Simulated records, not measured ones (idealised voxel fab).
The process module presented herein is designated voxel trench capacitor.
The cross-section shown here is cut; it is 225 nm wide and divided into square cells measuring 5 nm on a side.
Cross-section spec: square-cell grid; bands listed top down; each band is one or more rows.
A band entry consists of two parts. The first gives the height of the band's top and the height of its bottom, in nm. The rest lists the band's materials from left to right, each with its width in nm. A single material labelled with the word "edge to edge" fills the band from edge to edge, and the word "empty" marks empty space.
Heights are measured from 0, the level below which the as-received wafer is all one material; the lowest band has no bottom and continues downward, written as in "0 and below".
Think of "30..40" as a width that walks from the first number to the second as you go down the band, top row to bottom row, taking equal-sized steps from row to row.
It should be understood that the words "remained unchanged", when stated for a given step, signify that the cross-section underwent no change in any of its cells during that step.
Closed empty spaces (no open way to the top) of 8 cells or more are what "Enclosed cavities" lists, each as width x height at distance from the left edge, nm for all three.
Whatever follows a step's settings on its line is a remark the simulator itself makes about that step.
overlay nm: right-of-plan distance of the mask on a masked step; negative values mean left-of-plan.
### Planned process steps
1. RECEIVE [material Si]
2. CONFORMAL_DEP [material SiN] [thk nm 10]
3. MASKED_ETCH [tone open] [mask id TRENCH] [width nm 20] [pitch nm 45] [etch materials SiN] [depth nm 10] [overlay nm 0]
4. MASKED_ETCH [tone open] [mask id TRENCH] [width nm 20] [pitch nm 45] [etch materials Si] [depth nm 25] [overlay nm 0]
5. CONFORMAL_DEP [material SiO2] [thk nm 5]
6. FILL_DEP [material polySi] [thk nm 5]
7. CMP [height nm 10]
### Cross-section of the wafer as it came to us, i.e., already through step 1
    0 and below  Si edge to edge
    Enclosed cavities: none
### First of two wafers: cross-section at end of module, run per plan
    10 down to 0  SiN (55); SiO2 (5); polySi (10); SiO2 (5); SiN (25); SiO2 (5); polySi (10); SiO2 (5); SiN (25); SiO2 (5); polySi (10); SiO2 (5); SiN (60)
    0 down to -20  Si (55); SiO2 (5); polySi (10); SiO2 (5); Si (25); SiO2 (5); polySi (10); SiO2 (5); Si (25); SiO2 (5); polySi (10); SiO2 (5); Si (60)
    -20 down to -25  Si (55); SiO2 (20); Si (25); SiO2 (20); Si (25); SiO2 (20); Si (60)
    -25 and below  Si edge to edge
    Enclosed cavities: none
### Second wafer of the two, sectioned at the end of the module. It began like the first and followed the same plan, but one mistake was made while running it
    10 down to 0  SiN (55); SiO2 (5); polySi (10); SiO2 (5); SiN (25); SiO2 (5); polySi (10); SiO2 (5); SiN (25); SiO2 (5); polySi (10); SiO2 (5); SiN (60)
    0 down to -45  Si (55); SiO2 (5); polySi (10); SiO2 (5); Si (25); SiO2 (5); polySi (10); SiO2 (5); Si (25); SiO2 (5); polySi (10); SiO2 (5); Si (60)
    -45 down to -50  Si (55); SiO2 (20); Si (25); SiO2 (20); Si (25); SiO2 (20); Si (60)
    -50 and below  Si edge to edge
    Enclosed cavities: none
Finding, execution versus plan: step 4 was run twice
at the end the second wafer has, in cells: 60 fewer of Si, 30 more of SiO2, 30 more of polySi
